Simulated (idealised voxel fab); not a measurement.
The document below concerns the process module designated voxel transistor to metal.
Xsec cut, 150 nm wide, square cell size 5 nm.
Each cross-section below is a grid of square cells, stated as bands in top-down order, with one or more rows of cells making up each band.
Top, bottom (nm), then materials left to right with widths (nm); lone material tagged "throughout" fills the whole band edge to edge; "air" = empty space.
It should be noted that heights are counted from 0, beneath which the wafer as supplied is of one material throughout, and that the lowest band possesses no lower boundary but continues downward, as written in "0 nm and below".
A width given as "30 to 40" starts at the first number in the band's top row and ends at the second number in its bottom row, shifting by an equal amount at every step from row to row.
"stayed the same" (step): cross-section cells unchanged, all of them.
If an empty space has no open way to the top and is at least 8 cells in size, "Cavities, sealed" lists it, written width x height at distance, where distance is measured from the left edge and every value is in nm.
It should be noted that, on the line of a given step, the content following the step's settings is a remark produced by the simulator itself with respect to that step.
overlay nm: right-of-plan distance of the mask on a masked step; negative values mean left-of-plan.
LIST OF PLANNED PROCESS STEPS
| 1 | RECEIVE with material Si |
| 2 | CONFORMAL_DEP with material SiO2, thk nm 5 |
| 3 | CONFORMAL_DEP with material SiN, thk nm 15 |
| 4 | DIRECTIONAL_DEP with material aC, thk nm 10 |
| 5 | PATTERN with tone cover, mask id ACTIVE, material resist, width nm 105, thk nm 30, overlay nm 0 |
| 6 | DIRECTIONAL_ETCH with etch materials aC, depth nm 10 |
| 7 | STRIP with etch materials resist |
| 8 | DIRECTIONAL_ETCH with etch materials SiN, depth nm 15 |
| 9 | DIRECTIONAL_ETCH with etch materials SiO2, depth nm 5 |
| 10 | DIRECTIONAL_ETCH with etch materials Si, depth nm 35 |
| 11 | STRIP with etch materials aC |
| 12 | OXIDIZE with depth nm 5 |
| 13 | FILL_DEP with material SiO2, thk nm 5 |
| 14 | CMP with height nm 20 |
| 15 | SELECTIVE_ETCH with etch materials SiO2, depth nm 5 |
| 16 | STRIP with etch materials SiN |
| 17 | SELECTIVE_ETCH with etch materials SiO2, depth nm 5 |
| 18 | OXIDIZE with depth nm 5 |
| 19 | DIRECTIONAL_DEP with material polySi, thk nm 20 |
| 20 | DIRECTIONAL_DEP with material SiCN, thk nm 15 |
| 21 | MASKED_ETCH with tone cover, mask id GATE, width nm 25, etch materials SiCN, depth nm 25, overlay nm 0 |
| 22 | MASKED_ETCH with tone cover, mask id GATE, width nm 25, etch materials polySi, depth nm 30, overlay nm 0 |
| 23 | CONFORMAL_DEP with material SiO2, thk nm 5 |
| 24 | DIRECTIONAL_ETCH with etch materials SiO2, depth nm 5 |
| 25 | CONFORMAL_DEP with material SiN, thk nm 5 |
| 26 | DIRECTIONAL_ETCH with etch materials SiN, depth nm 5 |
| 27 | DIRECTIONAL_ETCH with etch materials SiO2, depth nm 5 |
| 28 | DIRECTIONAL_ETCH with etch materials Si, depth nm 10 |
| 29 | EPI with material pSi, thk nm 15 |
| 30 | FILL_DEP with material SiO2, thk nm 10 |
| 31 | CMP with height nm 35 |
| 32 | DIRECTIONAL_DEP with material SiO2, thk nm 10 |
| 33 | PATTERN with tone open, mask id CONTACT, material resist, width nm 30, pitch nm 65, thk nm 15, overlay nm 0 |
| 34 | DIRECTIONAL_ETCH with etch materials SiO2, depth nm 45 |
| 35 | STRIP with etch materials resist |
| 36 | CONFORMAL_DEP with material TiN, thk nm 5 |
| 37 | FILL_DEP with material W, thk nm 5 |
| 38 | CMP with height nm 45 |
| 39 | DIRECTIONAL_DEP with material TiN, thk nm 5 |
| 40 | DIRECTIONAL_DEP with material W, thk nm 15 |
| 41 | PATTERN with tone cover, mask id METAL_1, material resist, width nm 20, pitch nm 75, thk nm 20, overlay nm 0 |
| 42 | DIRECTIONAL_ETCH with etch materials W, depth nm 15 |
| 43 | DIRECTIONAL_ETCH with etch materials TiN, depth nm 5 |
| 44 | STRIP with etch materials resist |
| 45 | FILL_DEP with material lowk, thk nm 10 |
| 46 | CMP with height nm 65 |
| 47 | CONFORMAL_DEP with material SiCN, thk nm 5 |
SO THIS IS THE INCOMING WAFER IN CROSS-SECTION - IT'S ALREADY BEEN THROUGH STEP 1
0 nm and below | Si throughout
Cavities, sealed: none
ONE MISTAKE IN RUNNING THE MODULE, OTHERWISE START AND PLAN AS ABOVE: CROSS-SECTION AT THE END
70 nm to 65 nm | SiCN throughout
65 nm to 50 nm | lowk 25 nm / W 20 nm / lowk 55 nm / W 20 nm / lowk 30 nm
50 nm to 45 nm | lowk 25 nm / TiN 20 nm / lowk 55 nm / TiN 20 nm / lowk 30 nm
45 nm to 35 nm | SiO2 25 nm / TiN 5 nm / W 20 nm / TiN 5 nm / SiO2 35 nm / TiN 5 nm / W 20 nm / TiN 5 nm / SiO2 30 nm
35 nm to 20 nm | SiO2 25 nm / TiN 5 nm / W 20 nm / TiN 5 nm / SiO2 5 nm / SiCN 25 nm / SiO2 5 nm / TiN 5 nm / W 20 nm / TiN 5 nm / SiO2 30 nm
20 nm to 10 nm | SiO2 25 nm / TiN 5 nm / W 20 to 5 nm / TiN 5 to 20 nm / SiO2 5 nm / polySi 25 nm / SiO2 5 nm / TiN 5 to 20 nm / W 20 to 5 nm / TiN 5 nm / SiO2 30 nm
10 nm to 5 nm | SiO2 25 nm / TiN 5 nm / W 5 nm / TiN 5 nm / pSi 15 nm / SiO2 5 nm / polySi 25 nm / SiO2 5 nm / pSi 15 nm / TiN 5 nm / W 5 nm / TiN 5 nm / SiO2 30 nm
5 nm to 0 nm | SiO2 25 nm / TiN 15 nm / pSi 15 nm / SiO2 5 nm / polySi 25 nm / SiO2 5 nm / pSi 15 nm / TiN 15 nm / SiO2 30 nm
0 nm to -5 nm | SiO2 20 nm / pSi 35 nm / SiO2 35 nm / pSi 35 nm / SiO2 25 nm
-5 nm to -15 nm | SiO2 25 nm / pSi 30 nm / Si 35 nm / pSi 30 nm / SiO2 30 nm
-15 nm to -40 nm | SiO2 25 nm / Si 95 nm / SiO2 30 nm
-40 nm and below | Si throughout
Cavities, sealed: none
Processing error: heads up, step 25 of the plan was skipped and never actually ran
